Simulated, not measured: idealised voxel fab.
Title: Process Module voxel quadruple lines
Section shown: cut. Width: 265 nm. Cell size: 5 nm, square.
Just so we're on the same page, the cross-sections are grids of square cells, and they're listed out in bands top to bottom, each band one or more rows deep. Per band: top height and bottom height in nm, followed by the left-to-right materials and their widths in nm; "full width" marks a single material spanning edge to edge, "empty" marks empty space. For the purposes of this specification, 0 denotes the height below which the wafer in its as-received condition is composed wholly of one material, and the lowermost band, lacking a lower limit, extends downward without end, as expressed in "0 down". Width "30->40": first value at the band's top row of cells, second value at its bottom row, equal change from row to row. You'll sometimes find "no change" written for a step, and that's the way of saying that nowhere in the cross-section did a cell change during that step. You'll see "Enclosed internal voids" listing empty spaces that have no way open to the top, as long as they're 8 cells or more; the notation is width x height at distance, where the distance is from the left edge, and all of it is in nm. That trailing text on a step's line, after the settings, is the simulator's own remark on the step. overlay nm: how far to the right of its planned place the mask lay on this masked step (negative: to the left).

This section lists the process steps that were planned:
1) RECEIVE [material Si]
2) CONFORMAL_DEP [material SiO2] [thk nm 10]
3) DIRECTIONAL_DEP [material Ru] [thk nm 15]
4) DIRECTIONAL_DEP [material polySi] [thk nm 20]
5) DIRECTIONAL_DEP [material aC] [thk nm 25]
6) PATTERN [tone cover] [mask id MANDREL] [material resist] [width nm 15] [thk nm 35] [overlay nm 0]
7) DIRECTIONAL_ETCH [etch materials aC] [depth nm 25]
8) STRIP [etch materials resist]
9) CONFORMAL_DEP [material SiO2] [thk nm 15]
10) DIRECTIONAL_ETCH [etch materials SiO2] [depth nm 15]
11) STRIP [etch materials aC]
12) DIRECTIONAL_ETCH [etch materials polySi] [depth nm 20]
13) STRIP [etch materials SiO2]
14) CONFORMAL_DEP [material SiN] [thk nm 5]
15) DIRECTIONAL_ETCH [etch materials SiN] [depth nm 5]
16) STRIP [etch materials polySi]
17) DIRECTIONAL_ETCH [etch materials Ru] [depth nm 15]
18) STRIP [etch materials SiN]
The wafers are alike at the start. At step 6, their width nm differs. The plan lists the first wafer's value.

Received condition of the first of several wafers, sectioned: post-step 1:
  0 down | Si full width
  Enclosed internal voids: none

Take a look at the first of several wafers in cross-section: the module is done, and step 18 was its last step:
  25 to 10 | empty 105 / Ru 5 / empty 15 / Ru 5 / empty 5 / Ru 5 / empty 15 / Ru 5 / empty 105
  10 to 0 | SiO2 full width
  0 down | Si full width
  Enclosed internal voids: none

Cross-section of the last wafer at end of module:
  25 to 10 | empty 95 / Ru 5 / empty 15 / Ru 5 / empty 30 / Ru 5 / empty 15 / Ru 5 / empty 90
  10 to 0 | SiO2 full width
  0 down | Si full width
  Enclosed internal voids: none

Below: a row per wafer. Contents at end of module: for every material, cells gained since receipt (+) or lost since receipt (-); then closed voids:
width nm 15 | +12 Ru | +106 SiO2 | Enclosed internal voids: none
width nm 20 | +12 Ru | +106 SiO2 | Enclosed internal voids: none
width nm 25 | +12 Ru | +106 SiO2 | Enclosed internal voids: none
width nm 30 | +12 Ru | +106 SiO2 | Enclosed internal voids: none
width nm 35 | +12 Ru | +106 SiO2 | Enclosed internal voids: none
width nm 40 | +12 Ru | +106 SiO2 | Enclosed internal voids: none
